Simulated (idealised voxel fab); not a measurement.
The process module that follows is named voxel wiring stack.
We display cut, a cross-section 215 nm in width whose square cells are each 5 nm.
Cross-section spec: square-cell grid; bands listed top down; each band is one or more rows. For a band, the entry starts with two heights in nm, that of the top and then that of the bottom, and carries on with the band's materials in order from left to right, each alongside its width in nm; the word "everywhere" beside a single material means it fills the band edge to edge, and "air" means empty space. Convention: height 0 is the level below which the wafer, as received, is all one material. The lowest band does not terminate at the bottom but continues downward, represented as "from 0 down". Quick explanation for "30 to 40": the width changes in equal steps down the rows of cells, from the first number in the band's top row to the second number in its bottom row. "no change occurred" for a step: no cell of the cross-section changed in that step. The entry titled "closed voids" provides the empty spaces that have no open way to the top, restricted to those of 8 cells or more. Each is presented as width x height at distance, the distance being measured from the left edge, with all three in nm. What comes after the settings on a step's line is commentary from the simulator itself on that step. "overlay nm" denotes, for a step that has a mask, the displacement of the mask to the right of its planned place, with negative values corresponding to the left.

Plan
1) RECEIVE: material Si
2) CONFORMAL_DEP: material SiO2, thk nm 15
3) DIRECTIONAL_DEP: material TiN, thk nm 5
4) DIRECTIONAL_DEP: material W, thk nm 25
5) PATTERN: tone cover, mask id METAL_1, material resist, width nm 25, pitch nm 40, thk nm 15, overlay nm 0
6) DIRECTIONAL_ETCH: etch materials W, depth nm 25
7) DIRECTIONAL_ETCH: etch materials TiN, depth nm 5
8) STRIP: etch materials resist
9) FILL_DEP: material lowk, thk nm 10
10) CMP: height nm 45
11) CONFORMAL_DEP: material SiCN, thk nm 5
12) DIRECTIONAL_DEP: material SiO2, thk nm 30
13) DIRECTIONAL_DEP: material aC, thk nm 10
14) PATTERN: tone open, mask id METAL_2, material resist, width nm 25, pitch nm 40, thk nm 25, overlay nm 0
15) DIRECTIONAL_ETCH: etch materials aC, depth nm 10
16) STRIP: etch materials resist
17) DIRECTIONAL_ETCH: etch materials SiO2, depth nm 15
18) STRIP: etch materials aC
19) MASKED_ETCH: tone open, mask id METAL_2_HOLES, width nm 15, pitch nm 40, etch materials SiO2, depth nm 15, overlay nm 0
20) MASKED_ETCH: tone open, mask id METAL_2_HOLES, width nm 15, pitch nm 40, etch materials SiCN, depth nm 5, overlay nm 0
21) CONFORMAL_DEP: material TiN, thk nm 5
22) FILL_DEP: material Cu, thk nm 10
23) CMP: height nm 80
24) CONFORMAL_DEP: material SiN, thk nm 5

The first of a set of two wafers, run to plan

As-received state of the wafer in cross-section, equivalent to post-step 1
    from 0 down: Si everywhere
    closed voids: none

How the wafer stands in section after step 2
    from 15 to 0: SiO2 everywhere
    Under 0: no change, same as before.

How the wafer stands in section after step 3
    from 20 to 15: TiN everywhere
    Under 15: no change, same as before.

How the wafer stands in section after step 4
    from 45 to 20: W everywhere
    Under 20: no change, same as before.

How the wafer stands in section after step 5
    from 60 to 45: air: 35; resist: 25; air: 15; resist: 25; air: 15; resist: 25; air: 15; resist: 25; air: 35
    Under 45: no change, same as before.

How the wafer stands in section after step 6
    from 60 to 45: air: 35; resist: 25; air: 15; resist: 25; air: 15; resist: 25; air: 15; resist: 25; air: 35
    from 45 to 20: air: 35; W: 25; air: 15; W: 25; air: 15; W: 25; air: 15; W: 25; air: 35
    Under 20: no change, same as before.

How the wafer stands in section after step 7
    from 60 to 45: air: 35; resist: 25; air: 15; resist: 25; air: 15; resist: 25; air: 15; resist: 25; air: 35
    from 45 to 20: air: 35; W: 25; air: 15; W: 25; air: 15; W: 25; air: 15; W: 25; air: 35
    from 20 to 15: air: 35; TiN: 25; air: 15; TiN: 25; air: 15; TiN: 25; air: 15; TiN: 25; air: 35
    Under 15: no change, same as before.

How the wafer stands in section after step 8
    from 45 to 20: air: 35; W: 25; air: 15; W: 25; air: 15; W: 25; air: 15; W: 25; air: 35
    Under 20: no change, same as before.

How the wafer stands in section after step 9
    from 55 to 45: lowk everywhere
    from 45 to 20: lowk: 35; W: 25; lowk: 15; W: 25; lowk: 15; W: 25; lowk: 15; W: 25; lowk: 35
    from 20 to 15: lowk: 35; TiN: 25; lowk: 15; TiN: 25; lowk: 15; TiN: 25; lowk: 15; TiN: 25; lowk: 35
    Under 15: no change, same as before.

How the wafer stands in section after step 10
    from 45 to 20: lowk: 35; W: 25; lowk: 15; W: 25; lowk: 15; W: 25; lowk: 15; W: 25; lowk: 35
    Under 20: no change, same as before.

How the wafer stands in section after step 11
    from 50 to 45: SiCN everywhere
    Under 45: no change, same as before.

How the wafer stands in section after step 12
    from 80 to 50: SiO2 everywhere
    Under 50: no change, same as before.

How the wafer stands in section after step 13
    from 90 to 80: aC everywhere
    Under 80: no change, same as before.

How the wafer stands in section after step 14
    from 115 to 90: resist: 35; air: 25; resist: 15; air: 25; resist: 15; air: 25; resist: 15; air: 25; resist: 35
    Under 90: no change, same as before.

How the wafer stands in section after step 15
    from 105 to 90: resist: 35; air: 25; resist: 15; air: 25; resist: 15; air: 25; resist: 15; air: 25; resist: 35
    from 90 to 80: aC: 35; air: 25; aC: 15; air: 25; aC: 15; air: 25; aC: 15; air: 25; aC: 35
    Under 80: no change, same as before.

How the wafer stands in section after step 16
    from 90 to 80: aC: 35; air: 25; aC: 15; air: 25; aC: 15; air: 25; aC: 15; air: 25; aC: 35
    Under 80: no change, same as before.

How the wafer stands in section after step 17
    from 90 to 80: aC: 35; air: 25; aC: 15; air: 25; aC: 15; air: 25; aC: 15; air: 25; aC: 35
    from 80 to 65: SiO2: 35; air: 25; SiO2: 15; air: 25; SiO2: 15; air: 25; SiO2: 15; air: 25; SiO2: 35
    Under 65: no change, same as before.

How the wafer stands in section after step 18
    from 80 to 65: SiO2: 35; air: 25; SiO2: 15; air: 25; SiO2: 15; air: 25; SiO2: 15; air: 25; SiO2: 35
    Under 65: no change, same as before.

How the wafer stands in section after step 19
    from 80 to 65: SiO2: 35; air: 25; SiO2: 15; air: 25; SiO2: 15; air: 25; SiO2: 15; air: 25; SiO2: 35
    from 65 to 50: SiO2: 35; air: 15; SiO2: 25; air: 15; SiO2: 25; air: 15; SiO2: 25; air: 15; SiO2: 45
    Under 50: no change, same as before.

How the wafer stands in section after step 20
    from 80 to 65: SiO2: 35; air: 25; SiO2: 15; air: 25; SiO2: 15; air: 25; SiO2: 15; air: 25; SiO2: 35
    from 65 to 50: SiO2: 35; air: 15; SiO2: 25; air: 15; SiO2: 25; air: 15; SiO2: 25; air: 15; SiO2: 45
    from 50 to 45: SiCN: 35; air: 15; SiCN: 25; air: 15; SiCN: 25; air: 15; SiCN: 25; air: 15; SiCN: 45
    Under 45: no change, same as before.

How the wafer stands in section after step 21
    from 85 to 80: TiN: 40; air: 15; TiN: 25; air: 15; TiN: 25; air: 15; TiN: 25; air: 15; TiN: 40
    from 80 to 70: SiO2: 35; TiN: 5; air: 15; TiN: 5; SiO2: 15; TiN: 5; air: 15; TiN: 5; SiO2: 15; TiN: 5; air: 15; TiN: 5; SiO2: 15; TiN: 5; air: 15; TiN: 5; SiO2: 35
    from 70 to 65: SiO2: 35; TiN: 5; air: 5; TiN: 15; SiO2: 15; TiN: 5; air: 5; TiN: 15; SiO2: 15; TiN: 5; air: 5; TiN: 15; SiO2: 15; TiN: 5; air: 5; TiN: 15; SiO2: 35
    from 65 to 50: SiO2: 35; TiN: 5; air: 5; TiN: 5; SiO2: 25; TiN: 5; air: 5; TiN: 5; SiO2: 25; TiN: 5; air: 5; TiN: 5; SiO2: 25; TiN: 5; air: 5; TiN: 5; SiO2: 45
    from 50 to 45: SiCN: 35; TiN: 15; SiCN: 25; TiN: 15; SiCN: 25; TiN: 15; SiCN: 25; TiN: 15; SiCN: 45
    Under 45: no change, same as before.

How the wafer stands in section after step 22
    from 95 to 85: Cu everywhere
    from 85 to 80: TiN: 40; Cu: 15; TiN: 25; Cu: 15; TiN: 25; Cu: 15; TiN: 25; Cu: 15; TiN: 40
    from 80 to 70: SiO2: 35; TiN: 5; Cu: 15; TiN: 5; SiO2: 15; TiN: 5; Cu: 15; TiN: 5; SiO2: 15; TiN: 5; Cu: 15; TiN: 5; SiO2: 15; TiN: 5; Cu: 15; TiN: 5; SiO2: 35
    from 70 to 65: SiO2: 35; TiN: 5; Cu: 5; TiN: 15; SiO2: 15; TiN: 5; Cu: 5; TiN: 15; SiO2: 15; TiN: 5; Cu: 5; TiN: 15; SiO2: 15; TiN: 5; Cu: 5; TiN: 15; SiO2: 35
    from 65 to 50: SiO2: 35; TiN: 5; Cu: 5; TiN: 5; SiO2: 25; TiN: 5; Cu: 5; TiN: 5; SiO2: 25; TiN: 5; Cu: 5; TiN: 5; SiO2: 25; TiN: 5; Cu: 5; TiN: 5; SiO2: 45
    Under 50: no change, same as before.

How the wafer stands in section after step 23
    from 80 to 70: SiO2: 35; TiN: 5; Cu: 15; TiN: 5; SiO2: 15; TiN: 5; Cu: 15; TiN: 5; SiO2: 15; TiN: 5; Cu: 15; TiN: 5; SiO2: 15; TiN: 5; Cu: 15; TiN: 5; SiO2: 35
    Under 70: no change, same as before.

How the wafer stands in section after step 24
    from 85 to 80: SiN everywhere
    Under 80: no change, same as before.

Wafer two. Same start, same plan, one slip in execution. Same as wafer one through step 16, inclusive

Here is the second wafer in cross-section at the point where step 17 of the plan should have been done
    from 90 to 80: aC: 35; air: 25; aC: 15; air: 25; aC: 15; air: 25; aC: 15; air: 25; aC: 35
    from 80 to 50: SiO2: 35; air: 25; SiO2: 15; air: 25; SiO2: 15; air: 25; SiO2: 15; air: 25; SiO2: 35
    Under 50: no change, same as before.

Here is the second wafer in cross-section at the point where step 18 of the plan should have been done
    from 80 to 50: SiO2: 35; air: 25; SiO2: 15; air: 25; SiO2: 15; air: 25; SiO2: 15; air: 25; SiO2: 35
    Under 50: no change, same as before.

Here is the second wafer in cross-section at the point where step 19 of the plan should have been done: no change occurred

Here is the second wafer in cross-section at the point where step 20 of the plan should have been done
    from 80 to 50: SiO2: 35; air: 25; SiO2: 15; air: 25; SiO2: 15; air: 25; SiO2: 15; air: 25; SiO2: 35
    from 50 to 45: SiCN: 35; air: 15; SiCN: 25; air: 15; SiCN: 25; air: 15; SiCN: 25; air: 15; SiCN: 45
    Under 45: no change, same as before.

Here is the second wafer in cross-section at the point where step 21 of the plan should have been done
    from 85 to 80: TiN: 40; air: 15; TiN: 25; air: 15; TiN: 25; air: 15; TiN: 25; air: 15; TiN: 40
    from 80 to 55: SiO2: 35; TiN: 5; air: 15; TiN: 5; SiO2: 15; TiN: 5; air: 15; TiN: 5; SiO2: 15; TiN: 5; air: 15; TiN: 5; SiO2: 15; TiN: 5; air: 15; TiN: 5; SiO2: 35
    from 55 to 50: SiO2: 35; TiN: 5; air: 5; TiN: 15; SiO2: 15; TiN: 5; air: 5; TiN: 15; SiO2: 15; TiN: 5; air: 5; TiN: 15; SiO2: 15; TiN: 5; air: 5; TiN: 15; SiO2: 35
    from 50 to 45: SiCN: 35; TiN: 15; SiCN: 25; TiN: 15; SiCN: 25; TiN: 15; SiCN: 25; TiN: 15; SiCN: 45
    Under 45: no change, same as before.

Here is the second wafer in cross-section at the point where step 22 of the plan should have been done
    from 95 to 85: Cu everywhere
    from 85 to 80: TiN: 40; Cu: 15; TiN: 25; Cu: 15; TiN: 25; Cu: 15; TiN: 25; Cu: 15; TiN: 40
    from 80 to 55: SiO2: 35; TiN: 5; Cu: 15; TiN: 5; SiO2: 15; TiN: 5; Cu: 15; TiN: 5; SiO2: 15; TiN: 5; Cu: 15; TiN: 5; SiO2: 15; TiN: 5; Cu: 15; TiN: 5; SiO2: 35
    from 55 to 50: SiO2: 35; TiN: 5; Cu: 5; TiN: 15; SiO2: 15; TiN: 5; Cu: 5; TiN: 15; SiO2: 15; TiN: 5; Cu: 5; TiN: 15; SiO2: 15; TiN: 5; Cu: 5; TiN: 15; SiO2: 35
    Under 50: no change, same as before.

Here is the second wafer in cross-section at the point where step 23 of the plan should have been done
    from 80 to 55: SiO2: 35; TiN: 5; Cu: 15; TiN: 5; SiO2: 15; TiN: 5; Cu: 15; TiN: 5; SiO2: 15; TiN: 5; Cu: 15; TiN: 5; SiO2: 15; TiN: 5; Cu: 15; TiN: 5; SiO2: 35
    Under 55: no change, same as before.

Here is the second wafer in cross-section at the point where step 24 of the plan should have been done
    from 85 to 80: SiN everywhere
    Under 80: no change, same as before.
Diagnosis: it should be noted that step 17 of the plan was executed twice
End of process, cell counts, second wafer against first, materials with more or fewer: Cu +24; SiO2 -24
